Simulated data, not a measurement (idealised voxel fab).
Documented hereafter: the process module known as voxel self aligned vias.
Shown is cross-section cut, with a width of 175 nm and square cells of size 5 nm.
Square cells in a grid make up a cross-section in this document, and the grid is given as bands, listed from the top down, each one or more rows of cells. For a band, the entry starts with two heights in nm, that of the top and then that of the bottom, and carries on with the band's materials in order from left to right, each alongside its width in nm; the word "all across" beside a single material means it fills the band edge to edge, and "air" means empty space. Heights are reckoned from 0. Under this level, the received wafer is all of one material. The bottommost band is open-ended downward, for example "0..down". Width spec "30..40" -> top row of cells at first value, bottom row at second value, equal per-row change in between. Where a step carries "left unchanged", the cross-section came out of it unchanged, cell for cell. Empty spaces counting at least 8 cells and having no open way to the top are listed in "Closed void catalog". The notation width x height at distance is used for each, the distance being from the left edge and all three values in nm. On a step's line, text after the settings is the simulator commenting on that step. The line of a step may include "overlay nm". On a step with a mask, this value is how far to the right of its planned place the mask lay. A negative value means the mask lay to the left.

List of planned process steps
| 1 | RECEIVE (material Si) |
| 2 | CONFORMAL_DEP (material SiO2; thk nm 10) |
| 3 | CONFORMAL_DEP (material SiCN; thk nm 5) |
| 4 | DIRECTIONAL_DEP (material SiO2; thk nm 20) |
| 5 | DIRECTIONAL_DEP (material aC; thk nm 10) |
| 6 | PATTERN (tone open; mask id LINES; material resist; width nm 20; pitch nm 50; thk nm 25; overlay nm 0) |
| 7 | DIRECTIONAL_ETCH (etch materials aC; depth nm 10) |
| 8 | STRIP (etch materials resist) |
| 9 | DIRECTIONAL_ETCH (etch materials SiO2; depth nm 20) |
| 10 | STRIP (etch materials aC) |
| 11 | CONFORMAL_DEP (material TiN; thk nm 5) |
| 12 | FILL_DEP (material W; thk nm 5) |
| 13 | CMP (height nm 35) |
| 14 | SELECTIVE_ETCH (etch materials W Ru TiN; depth nm 5) |
| 15 | FILL_DEP (material SiN; thk nm 10) |
| 16 | CMP (height nm 35) |
| 17 | DIRECTIONAL_DEP (material SiO2; thk nm 15) |
| 18 | MASKED_ETCH (tone open; mask id VIAS; width nm 30; pitch nm 100; etch materials SiO2; depth nm 15; overlay nm 0) |
| 19 | MASKED_ETCH (tone open; mask id VIAS; width nm 30; pitch nm 100; etch materials SiN; depth nm 5; overlay nm 0) |
| 20 | CONFORMAL_DEP (material TiN; thk nm 5) |
| 21 | FILL_DEP (material Ru; thk nm 5) |
| 22 | CMP (height nm 50) |
| 23 | CONFORMAL_DEP (material SiCN; thk nm 5) |

Cross-section, incoming material, after step 1
  0..down | Si all across
  Closed void catalog: none

End-of-module XS, first of two wafers, run as planned
  55..50 | SiCN all across
  50..40 | SiO2=20  TiN=5  Ru=20  TiN=5  SiO2=70  TiN=5  Ru=20  TiN=5  SiO2=25
  40..35 | SiO2=20  TiN=10  Ru=10  TiN=10  SiO2=70  TiN=10  Ru=10  TiN=10  SiO2=25
  35..30 | SiO2=25  TiN=20  SiO2=30  SiN=20  SiO2=30  TiN=20  SiO2=30
  30..20 | SiO2=25  TiN=5  W=10  TiN=5  SiO2=30  TiN=5  W=10  TiN=5  SiO2=30  TiN=5  W=10  TiN=5  SiO2=30
  20..15 | SiO2=25  TiN=20  SiO2=30  TiN=20  SiO2=30  TiN=20  SiO2=30
  15..10 | SiCN all across
  10..0 | SiO2 all across
  0..down | Si all across
  Closed void catalog: none

Cross-sectional view: second of two wafers, end of module; start and plan identical to the first, one mistake in running
  55..50 | SiCN all across
  50..40 | SiO2=20  TiN=5  Ru=20  TiN=5  SiO2=70  TiN=5  Ru=20  TiN=5  SiO2=25
  40..35 | SiN=20  TiN=30  SiN=70  TiN=30  SiN=25
  35..30 | SiO2=25  SiN=20  SiO2=30  SiN=20  SiO2=30  SiN=20  SiO2=30
  30..20 | SiO2=25  TiN=5  W=10  TiN=5  SiO2=30  TiN=5  W=10  TiN=5  SiO2=30  TiN=5  W=10  TiN=5  SiO2=30
  20..15 | SiO2=25  TiN=20  SiO2=30  TiN=20  SiO2=30  TiN=20  SiO2=30
  15..10 | SiCN all across
  10..0 | SiO2 all across
  0..down | Si all across
  Closed void catalog: none
Plan not followed: step 16 was processed under conditions differing from the plan, specifically as CMP (height nm 40)
The final cell counts differ between the wafers, with the second having more or fewer of some materials than the first: 4 fewer of Ru | 31 more of SiN | 23 fewer of SiO2 | 4 fewer of TiN
